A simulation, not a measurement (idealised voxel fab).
A process module follows: voxel self aligned contacts.
Square cells of 5 nm make up the cross-section cut, whose width is 280 nm.
A cross-section is written here as square cells arranged in a grid, and it is given in bands from the top down, each band taking up one or more rows of cells. Band entry format. Leading values: height of top, height of bottom, nm. Remainder: materials in left-to-right order, each with its width in nm. Special words: "full width" on a single material, which then fills the band edge to edge; "empty", empty space. Height is counted from the level 0, under which the received wafer is composed throughout of one material. The lowest of the bands is not closed at the bottom but continues downward, in the notation "0 nm and below". The expression "30 to 40" gives the width at the extremes of the band, the first number at its top row of cells and the second at its bottom row, with the width changing by equal amounts from each row to the next in between. "no alterations made" -> step changed no cross-section cell. This entry, "Trapped cavities", enumerates those empty regions of no fewer than 8 cells that possess no open connection to the top. Each region is reported in the form width x height at distance, the distance being taken from the left edge, with all three quantities expressed in nm. On each step's line, the part that comes after the settings is the simulator's own comment on the step. What "overlay nm" on a step's line means: if the step has a mask, that mask lay this far to the right of its planned place, or, when the value is negative, to the left. Each of the pairs that make up the rest of this document says: here is the cross-section before one process step, here is the cross-section after it, drawn only down to the lowest band that changed, and here, under the pair, is the step lying between them with its settings. Different pairs may come from different runs of this module on the same starting wafer, so a pair continues from the pair above it only where its entry headed "Pre-process state" says so.

### Pre-process state
* 45 nm to 40 nm | SiO2 full width
* 40 nm to 25 nm | SiO2 95 nm | SiN 35 nm | SiO2 15 nm | SiN 35 nm | SiO2 100 nm
* 25 nm to 5 nm | SiO2 95 nm | SiN 5 nm | polySi 25 nm | SiN 5 nm | SiO2 15 nm | SiN 5 nm | polySi 25 nm | SiN 5 nm | SiO2 100 nm
* 5 nm to 0 nm | SiO2 full width
* 0 nm and below | Si full width
* Trapped cavities: none

### Structure After Step
* 45 nm to 40 nm | SiO2 120 nm | empty 40 nm | SiO2 120 nm
* 40 nm to 25 nm | SiO2 95 nm | SiN 35 nm | empty 15 nm | SiN 35 nm | SiO2 100 nm
* 25 nm to 5 nm | SiO2 95 nm | SiN 5 nm | polySi 25 nm | SiN 5 nm | empty 15 nm | SiN 5 nm | polySi 25 nm | SiN 5 nm | SiO2 100 nm
* 5 nm to 0 nm | SiO2 130 nm | empty 15 nm | SiO2 135 nm
* Note: structure below 0 unchanged.
* Trapped cavities: none
Which step turns the before cross-section above into the after cross-section? op MASKED_ETCH | tone open | mask id CONTACT | width nm 40 | etch materials SiO2 | depth nm 45 | overlay nm 0

Pre-process state: after-step cross-section of the pair just above applies.

### Structure After Step
* 50 nm to 45 nm | TiN 125 nm | empty 30 nm | TiN 125 nm
* 45 nm to 40 nm | SiO2 120 nm | TiN 15 nm | empty 5 nm | TiN 20 nm | SiO2 120 nm
* 40 nm to 25 nm | SiO2 95 nm | SiN 35 nm | TiN 5 nm | empty 5 nm | TiN 5 nm | SiN 35 nm | SiO2 100 nm
* 25 nm to 5 nm | SiO2 95 nm | SiN 5 nm | polySi 25 nm | SiN 5 nm | TiN 5 nm | empty 5 nm | TiN 5 nm | SiN 5 nm | polySi 25 nm | SiN 5 nm | SiO2 100 nm
* 5 nm to 0 nm | SiO2 130 nm | TiN 15 nm | SiO2 135 nm
* Note: structure below 0 unchanged.
* Trapped cavities: none
Which step turns the before cross-section above into the after cross-section? op CONFORMAL_DEP | material TiN | thk nm 5

Pre-process state: after-step cross-section of the pair just above applies.

### Structure After Step
* 60 nm to 50 nm | W full width
* 50 nm to 45 nm | TiN 125 nm | W 30 nm | TiN 125 nm
* 45 nm to 40 nm | SiO2 120 nm | TiN 15 nm | W 5 nm | TiN 20 nm | SiO2 120 nm
* 40 nm to 25 nm | SiO2 95 nm | SiN 35 nm | TiN 5 nm | W 5 nm | TiN 5 nm | SiN 35 nm | SiO2 100 nm
* 25 nm to 5 nm | SiO2 95 nm | SiN 5 nm | polySi 25 nm | SiN 5 nm | TiN 5 nm | W 5 nm | TiN 5 nm | SiN 5 nm | polySi 25 nm | SiN 5 nm | SiO2 100 nm
* Note: structure below 5 unchanged.
* Trapped cavities: none
Which step turns the before cross-section above into the after cross-section? op FILL_DEP | material W | thk nm 10

Pre-process state: after-step cross-section of the pair just above applies.

### Structure After Step
* 45 nm to 40 nm | SiO2 120 nm | TiN 15 nm | W 5 nm | TiN 20 nm | SiO2 120 nm
* Note: structure below 40 unchanged.
* Trapped cavities: none
Which step turns the before cross-section above into the after cross-section? op CMP | height nm 45

Pre-process state: after-step cross-section of the pair just above applies.

### Structure After Step
* 50 nm to 45 nm | SiCN full width
* Note: structure below 45 unchanged.
* Trapped cavities: none
Which step turns the before cross-section above into the after cross-section? op CONFORMAL_DEP | material SiCN | thk nm 5

### Pre-process state
* 40 nm to 25 nm | SiN full width
* 25 nm to 5 nm | polySi full width
* 5 nm to 0 nm | SiO2 full width
* 0 nm and below | Si full width
* Trapped cavities: none

### Structure After Step
* 60 nm to 40 nm | empty 90 nm | resist 25 nm | empty 25 nm | resist 25 nm | empty 115 nm
* Note: structure below 40 unchanged.
* Trapped cavities: none
Which step turns the before cross-section above into the after cross-section? op PATTERN | tone cover | mask id GATE | material resist | width nm 25 | pitch nm 50 | thk nm 20 | overlay nm -10

Pre-process state: after-step cross-section of the pair just above applies.

### Structure After Step
* 60 nm to 40 nm | empty 90 nm | resist 25 nm | empty 25 nm | resist 25 nm | empty 115 nm
* 40 nm to 25 nm | empty 90 nm | SiN 25 nm | empty 25 nm | SiN 25 nm | empty 115 nm
* Note: structure below 25 unchanged.
* Trapped cavities: none
Which step turns the before cross-section above into the after cross-section? op DIRECTIONAL_ETCH | etch materials SiN | depth nm 15

Pre-process state: after-step cross-section of the pair just above applies.

### Structure After Step
* 60 nm to 40 nm | empty 90 nm | resist 25 nm | empty 25 nm | resist 25 nm | empty 115 nm
* 40 nm to 25 nm | empty 90 nm | SiN 25 nm | empty 25 nm | SiN 25 nm | empty 115 nm
* 25 nm to 5 nm | empty 90 nm | polySi 25 nm | empty 25 nm | polySi 25 nm | empty 115 nm
* Note: structure below 5 unchanged.
* Trapped cavities: none
Which step turns the before cross-section above into the after cross-section? op DIRECTIONAL_ETCH | etch materials polySi | depth nm 20

Pre-process state: after-step cross-section of the pair just above applies.

### Structure After Step
* 40 nm to 25 nm | empty 90 nm | SiN 25 nm | empty 25 nm | SiN 25 nm | empty 115 nm
* Note: structure below 25 unchanged.
* Trapped cavities: none
Which step turns the before cross-section above into the after cross-section? op STRIP | etch materials resist

Pre-process state: after-step cross-section of the pair just above applies.

### Structure After Step
* 45 nm to 25 nm | empty 85 nm | SiN 35 nm | empty 15 nm | SiN 35 nm | empty 110 nm
* 25 nm to 10 nm | empty 85 nm | SiN 5 nm | polySi 25 nm | SiN 5 nm | empty 15 nm | SiN 5 nm | polySi 25 nm | SiN 5 nm | empty 110 nm
* 10 nm to 5 nm | SiN 90 nm | polySi 25 nm | SiN 25 nm | polySi 25 nm | SiN 115 nm
* Note: structure below 5 unchanged.
* Trapped cavities: none
Which step turns the before cross-section above into the after cross-section? op CONFORMAL_DEP | material SiN | thk nm 5

Pre-process state: after-step cross-section of the pair just above applies.

### Structure After Step
* 40 nm to 25 nm | empty 85 nm | SiN 35 nm | empty 15 nm | SiN 35 nm | empty 110 nm
* 25 nm to 5 nm | empty 85 nm | SiN 5 nm | polySi 25 nm | SiN 5 nm | empty 15 nm | SiN 5 nm | polySi 25 nm | SiN 5 nm | empty 110 nm
* Note: structure below 5 unchanged.
* Trapped cavities: none
Which step turns the before cross-section above into the after cross-section? op DIRECTIONAL_ETCH | etch materials SiN | depth nm 5

Pre-process state: after-step cross-section of the pair just above applies.

### Structure After Step
* 55 nm to 40 nm | SiO2 full width
* 40 nm to 25 nm | SiO2 85 nm | SiN 35 nm | SiO2 15 nm | SiN 35 nm | SiO2 110 nm
* 25 nm to 5 nm | SiO2 85 nm | SiN 5 nm | polySi 25 nm | SiN 5 nm | SiO2 15 nm | SiN 5 nm | polySi 25 nm | SiN 5 nm | SiO2 110 nm
* Note: structure below 5 unchanged.
* Trapped cavities: none
Which step turns the before cross-section above into the after cross-section? op FILL_DEP | material SiO2 | thk nm 15

Pre-process state: after-step cross-section of the pair just above applies.

### Structure After Step
* 45 nm to 40 nm | SiO2 full width
* Note: structure below 40 unchanged.
* Trapped cavities: none
Which step turns the before cross-section above into the after cross-section? op CMP | height nm 45

Pre-process state: after-step cross-section of the pair just above applies.

### Structure After Step
* 45 nm to 40 nm | SiO2 120 nm | empty 35 nm | SiO2 125 nm
* 40 nm to 25 nm | SiO2 85 nm | SiN 35 nm | empty 15 nm | SiN 35 nm | SiO2 110 nm
* 25 nm to 5 nm | SiO2 85 nm | SiN 5 nm | polySi 25 nm | SiN 5 nm | empty 15 nm | SiN 5 nm | polySi 25 nm | SiN 5 nm | SiO2 110 nm
* 5 nm to 0 nm | SiO2 120 nm | empty 15 nm | SiO2 145 nm
* Note: structure below 0 unchanged.
* Trapped cavities: none
Which step turns the before cross-section above into the after cross-section? op MASKED_ETCH | tone open | mask id CONTACT | width nm 35 | etch materials SiO2 | depth nm 45 | overlay nm 0

Pre-process state: after-step cross-section of the pair just above applies.

### Structure After Step
* 50 nm to 45 nm | TiN 125 nm | empty 25 nm | TiN 130 nm
* 45 nm to 40 nm | SiO2 120 nm | TiN 5 nm | empty 5 nm | TiN 25 nm | SiO2 125 nm
* 40 nm to 25 nm | SiO2 85 nm | SiN 35 nm | TiN 5 nm | empty 5 nm | TiN 5 nm | SiN 35 nm | SiO2 110 nm
* 25 nm to 5 nm | SiO2 85 nm | SiN 5 nm | polySi 25 nm | SiN 5 nm | TiN 5 nm | empty 5 nm | TiN 5 nm | SiN 5 nm | polySi 25 nm | SiN 5 nm | SiO2 110 nm
* 5 nm to 0 nm | SiO2 120 nm | TiN 15 nm | SiO2 145 nm
* Note: structure below 0 unchanged.
* Trapped cavities: none
Which step turns the before cross-section above into the after cross-section? op CONFORMAL_DEP | material TiN | thk nm 5

Pre-process state: after-step cross-section of the pair just above applies.

### Structure After Step
* 60 nm to 50 nm | W full width
* 50 nm to 45 nm | TiN 125 nm | W 25 nm | TiN 130 nm
* 45 nm to 40 nm | SiO2 120 nm | TiN 5 nm | W 5 nm | TiN 25 nm | SiO2 125 nm
* 40 nm to 25 nm | SiO2 85 nm | SiN 35 nm | TiN 5 nm | W 5 nm | TiN 5 nm | SiN 35 nm | SiO2 110 nm
* 25 nm to 5 nm | SiO2 85 nm | SiN 5 nm | polySi 25 nm | SiN 5 nm | TiN 5 nm | W 5 nm | TiN 5 nm | SiN 5 nm | polySi 25 nm | SiN 5 nm | SiO2 110 nm
* Note: structure below 5 unchanged.
* Trapped cavities: none
Which step turns the before cross-section above into the after cross-section? op FILL_DEP | material W | thk nm 10

Pre-process state: after-step cross-section of the pair just above applies.

### Structure After Step
* 45 nm to 40 nm | SiO2 120 nm | TiN 5 nm | W 5 nm | TiN 25 nm | SiO2 125 nm
* Note: structure below 40 unchanged.
* Trapped cavities: none
Which step turns the before cross-section above into the after cross-section? op CMP | height nm 45

Pre-process state: after-step cross-section of the pair just above applies.

### Structure After Step
* 50 nm to 45 nm | SiCN full width
* Note: structure below 45 unchanged.
* Trapped cavities: none
Which step turns the before cross-section above into the after cross-section? op CONFORMAL_DEP | material SiCN | thk nm 5

### Pre-process state
* 40 nm to 25 nm | empty 100 nm | SiN 25 nm | empty 25 nm | SiN 25 nm | empty 105 nm
* 25 nm to 5 nm | empty 100 nm | polySi 25 nm | empty 25 nm | polySi 25 nm | empty 105 nm
* 5 nm to 0 nm | SiO2 full width
* 0 nm and below | Si full width
* Trapped cavities: none

### Structure After Step
* 45 nm to 40 nm | empty 95 nm | W 35 nm | empty 15 nm | W 35 nm | empty 100 nm
* 40 nm to 25 nm | empty 95 nm | W 5 nm | SiN 25 nm | W 5 nm | empty 15 nm | W 5 nm | SiN 25 nm | W 5 nm | empty 100 nm
* 25 nm to 10 nm | empty 95 nm | W 5 nm | polySi 25 nm | W 5 nm | empty 15 nm | W 5 nm | polySi 25 nm | W 5 nm | empty 100 nm
* 10 nm to 5 nm | W 100 nm | polySi 25 nm | W 25 nm | polySi 25 nm | W 105 nm
* Note: structure below 5 unchanged.
* Trapped cavities: none
Which step turns the before cross-section above into the after cross-section? op CONFORMAL_DEP | material W | thk nm 5

Pre-process state: after-step cross-section of the pair just above applies.

### Structure After Step
* 60 nm to 45 nm | SiO2 full width
* 45 nm to 40 nm | SiO2 95 nm | W 35 nm | SiO2 15 nm | W 35 nm | SiO2 100 nm
* 40 nm to 25 nm | SiO2 95 nm | W 5 nm | SiN 25 nm | W 5 nm | SiO2 15 nm | W 5 nm | SiN 25 nm | W 5 nm | SiO2 100 nm
* 25 nm to 10 nm | SiO2 95 nm | W 5 nm | polySi 25 nm | W 5 nm | SiO2 15 nm | W 5 nm | polySi 25 nm | W 5 nm | SiO2 100 nm
* Note: structure below 10 unchanged.
* Trapped cavities: none
Which step turns the before cross-section above into the after cross-section? op FILL_DEP | material SiO2 | thk nm 15

Pre-process state: after-step cross-section of the pair just above applies.

### Structure After Step
* 45 nm to 40 nm | SiO2 95 nm | W 35 nm | SiO2 15 nm | W 35 nm | SiO2 100 nm
* Note: structure below 40 unchanged.
* Trapped cavities: none
Which step turns the before cross-section above into the after cross-section? op CMP | height nm 45

Pre-process state: after-step cross-section of the pair just above applies.

### Structure After Step
* 45 nm to 40 nm | SiO2 95 nm | W 35 nm | empty 15 nm | W 35 nm | SiO2 100 nm
* 40 nm to 25 nm | SiO2 95 nm | W 5 nm | SiN 25 nm | W 5 nm | empty 15 nm | W 5 nm | SiN 25 nm | W 5 nm | SiO2 100 nm
* 25 nm to 10 nm | SiO2 95 nm | W 5 nm | polySi 25 nm | W 5 nm | empty 15 nm | W 5 nm | polySi 25 nm | W 5 nm | SiO2 100 nm
* Note: structure below 10 unchanged.
* Trapped cavities: none
Which step turns the before cross-section above into the after cross-section? op MASKED_ETCH | tone open | mask id CONTACT | width nm 35 | etch materials SiO2 | depth nm 45 | overlay nm 0

Pre-process state: after-step cross-section of the pair just above applies.

### Structure After Step
* 50 nm to 45 nm | TiN 135 nm | empty 5 nm | TiN 140 nm
* 45 nm to 40 nm | SiO2 95 nm | W 35 nm | TiN 5 nm | empty 5 nm | TiN 5 nm | W 35 nm | SiO2 100 nm
* 40 nm to 25 nm | SiO2 95 nm | W 5 nm | SiN 25 nm | W 5 nm | TiN 5 nm | empty 5 nm | TiN 5 nm | W 5 nm | SiN 25 nm | W 5 nm | SiO2 100 nm
* 25 nm to 15 nm | SiO2 95 nm | W 5 nm | polySi 25 nm | W 5 nm | TiN 5 nm | empty 5 nm | TiN 5 nm | W 5 nm | polySi 25 nm | W 5 nm | SiO2 100 nm
* 15 nm to 10 nm | SiO2 95 nm | W 5 nm | polySi 25 nm | W 5 nm | TiN 15 nm | W 5 nm | polySi 25 nm | W 5 nm | SiO2 100 nm
* Note: structure below 10 unchanged.
* Trapped cavities: none
Which step turns the before cross-section above into the after cross-section? op CONFORMAL_DEP | material TiN | thk nm 5

Pre-process state: after-step cross-section of the pair just above applies.

### Structure After Step
* 60 nm to 50 nm | W full width
* 50 nm to 45 nm | TiN 135 nm | W 5 nm | TiN 140 nm
* 45 nm to 40 nm | SiO2 95 nm | W 35 nm | TiN 5 nm | W 5 nm | TiN 5 nm | W 35 nm | SiO2 100 nm
* 40 nm to 25 nm | SiO2 95 nm | W 5 nm | SiN 25 nm | W 5 nm | TiN 5 nm | W 5 nm | TiN 5 nm | W 5 nm | SiN 25 nm | W 5 nm | SiO2 100 nm
* 25 nm to 15 nm | SiO2 95 nm | W 5 nm | polySi 25 nm | W 5 nm | TiN 5 nm | W 5 nm | TiN 5 nm | W 5 nm | polySi 25 nm | W 5 nm | SiO2 100 nm
* Note: structure below 15 unchanged.
* Trapped cavities: none
Which step turns the before cross-section above into the after cross-section? op FILL_DEP | material W | thk nm 10

Pre-process state: after-step cross-section of the pair just above applies.

### Structure After Step
* 45 nm to 40 nm | SiO2 95 nm | W 35 nm | TiN 5 nm | W 5 nm | TiN 5 nm | W 35 nm | SiO2 100 nm
* Note: structure below 40 unchanged.
* Trapped cavities: none
Which step turns the before cross-section above into the after cross-section? op CMP | height nm 45

Pre-process state: after-step cross-section of the pair just above applies.

### Structure After Step
* 50 nm to 45 nm | SiCN full width
* Note: structure below 45 unchanged.
* Trapped cavities: none
Which step turns the before cross-section above into the after cross-section? op CONFORMAL_DEP | material SiCN | thk nm 5

### Pre-process state
* 40 nm to 25 nm | SiN full width
* 25 nm to 5 nm | polySi full width
* 5 nm to 0 nm | SiO2 full width
* 0 nm and below | Si full width
* Trapped cavities: none

### Structure After Step
* 60 nm to 40 nm | resist 100 nm | empty 25 nm | resist 25 nm | empty 25 nm | resist 105 nm
* Note: structure below 40 unchanged.
* Trapped cavities: none
Which step turns the before cross-section above into the after cross-section? op PATTERN | tone open | mask id GATE | material resist | width nm 25 | pitch nm 50 | thk nm 20 | overlay nm 0

Pre-process state: after-step cross-section of the pair just above applies.

### Structure After Step
* 60 nm to 40 nm | resist 100 nm | empty 25 nm | resist 25 nm | empty 25 nm | resist 105 nm
* 40 nm to 25 nm | SiN 100 nm | empty 25 nm | SiN 25 nm | empty 25 nm | SiN 105 nm
* Note: structure below 25 unchanged.
* Trapped cavities: none
Which step turns the before cross-section above into the after cross-section? op DIRECTIONAL_ETCH | etch materials SiN | depth nm 15

Pre-process state: after-step cross-section of the pair just above applies.

### Structure After Step
* 60 nm to 40 nm | resist 100 nm | empty 25 nm | resist 25 nm | empty 25 nm | resist 105 nm
* 40 nm to 25 nm | SiN 100 nm | empty 25 nm | SiN 25 nm | empty 25 nm | SiN 105 nm
* 25 nm to 5 nm | polySi 100 nm | empty 25 nm | polySi 25 nm | empty 25 nm | polySi 105 nm
* Note: structure below 5 unchanged.
* Trapped cavities: none
Which step turns the before cross-section above into the after cross-section? op DIRECTIONAL_ETCH | etch materials polySi | depth nm 20

Pre-process state: after-step cross-section of the pair just above applies.

### Structure After Step
* 40 nm to 25 nm | SiN 100 nm | empty 25 nm | SiN 25 nm | empty 25 nm | SiN 105 nm
* Note: structure below 25 unchanged.
* Trapped cavities: none
Which step turns the before cross-section above into the after cross-section? op STRIP | etch materials resist

Pre-process state: after-step cross-section of the pair just above applies.

### Structure After Step
* 45 nm to 25 nm | SiN 105 nm | empty 15 nm | SiN 35 nm | empty 15 nm | SiN 110 nm
* 25 nm to 10 nm | polySi 100 nm | SiN 5 nm | empty 15 nm | SiN 5 nm | polySi 25 nm | SiN 5 nm | empty 15 nm | SiN 5 nm | polySi 105 nm
* 10 nm to 5 nm | polySi 100 nm | SiN 25 nm | polySi 25 nm | SiN 25 nm | polySi 105 nm
* Note: structure below 5 unchanged.
* Trapped cavities: none
Which step turns the before cross-section above into the after cross-section? op CONFORMAL_DEP | material SiN | thk nm 5

Pre-process state: after-step cross-section of the pair just above applies.

### Structure After Step
* 40 nm to 25 nm | SiN 105 nm | empty 15 nm | SiN 35 nm | empty 15 nm | SiN 110 nm
* 25 nm to 5 nm | polySi 100 nm | SiN 5 nm | empty 15 nm | SiN 5 nm | polySi 25 nm | SiN 5 nm | empty 15 nm | SiN 5 nm | polySi 105 nm
* Note: structure below 5 unchanged.
* Trapped cavities: none
Which step turns the before cross-section above into the after cross-section? op DIRECTIONAL_ETCH | etch materials SiN | depth nm 5

Pre-process state: after-step cross-section of the pair just above applies.

### Structure After Step
* 55 nm to 40 nm | SiO2 full width
* 40 nm to 25 nm | SiN 105 nm | SiO2 15 nm | SiN 35 nm | SiO2 15 nm | SiN 110 nm
* 25 nm to 5 nm | polySi 100 nm | SiN 5 nm | SiO2 15 nm | SiN 5 nm | polySi 25 nm | SiN 5 nm | SiO2 15 nm | SiN 5 nm | polySi 105 nm
* Note: structure below 5 unchanged.
* Trapped cavities: none
Which step turns the before cross-section above into the after cross-section? op FILL_DEP | material SiO2 | thk nm 15

Pre-process state: after-step cross-section of the pair just above applies.

### Structure After Step
* 45 nm to 40 nm | SiO2 full width
* Note: structure below 40 unchanged.
* Trapped cavities: none
Which step turns the before cross-section above into the after cross-section? op CMP | height nm 45

Pre-process state: after-step cross-section of the pair just above applies.

### Structure After Step
* 45 nm to 40 nm | SiO2 120 nm | empty 35 nm | SiO2 125 nm
* Note: structure below 40 unchanged.
* Trapped cavities: none
Which step turns the before cross-section above into the after cross-section? op MASKED_ETCH | tone open | mask id CONTACT | width nm 35 | etch materials SiO2 | depth nm 45 | overlay nm 0

Pre-process state: after-step cross-section of the pair just above applies.

### Structure After Step
* 50 nm to 45 nm | TiN 125 nm | empty 25 nm | TiN 130 nm
* 45 nm to 40 nm | SiO2 120 nm | TiN 35 nm | SiO2 125 nm
* Note: structure below 40 unchanged.
* Trapped cavities: none
Which step turns the before cross-section above into the after cross-section? op CONFORMAL_DEP | material TiN | thk nm 5

Pre-process state: after-step cross-section of the pair just above applies.

### Structure After Step
* 60 nm to 50 nm | W full width
* 50 nm to 45 nm | TiN 125 nm | W 25 nm | TiN 130 nm
* Note: structure below 45 unchanged.
* Trapped cavities: none
Which step turns the before cross-section above into the after cross-section? op FILL_DEP | material W | thk nm 10

Pre-process state: after-step cross-section of the pair just above applies.

### Structure After Step
* 45 nm to 40 nm | SiO2 120 nm | TiN 35 nm | SiO2 125 nm
* Note: structure below 40 unchanged.
* Trapped cavities: none
Which step turns the before cross-section above into the after cross-section? op CMP | height nm 45

Pre-process state: after-step cross-section of the pair just above applies.

### Structure After Step
* 50 nm to 45 nm | SiCN full width
* Note: structure below 45 unchanged.
* Trapped cavities: none
Which step turns the before cross-section above into the after cross-section? op CONFORMAL_DEP | material SiCN | thk nm 5
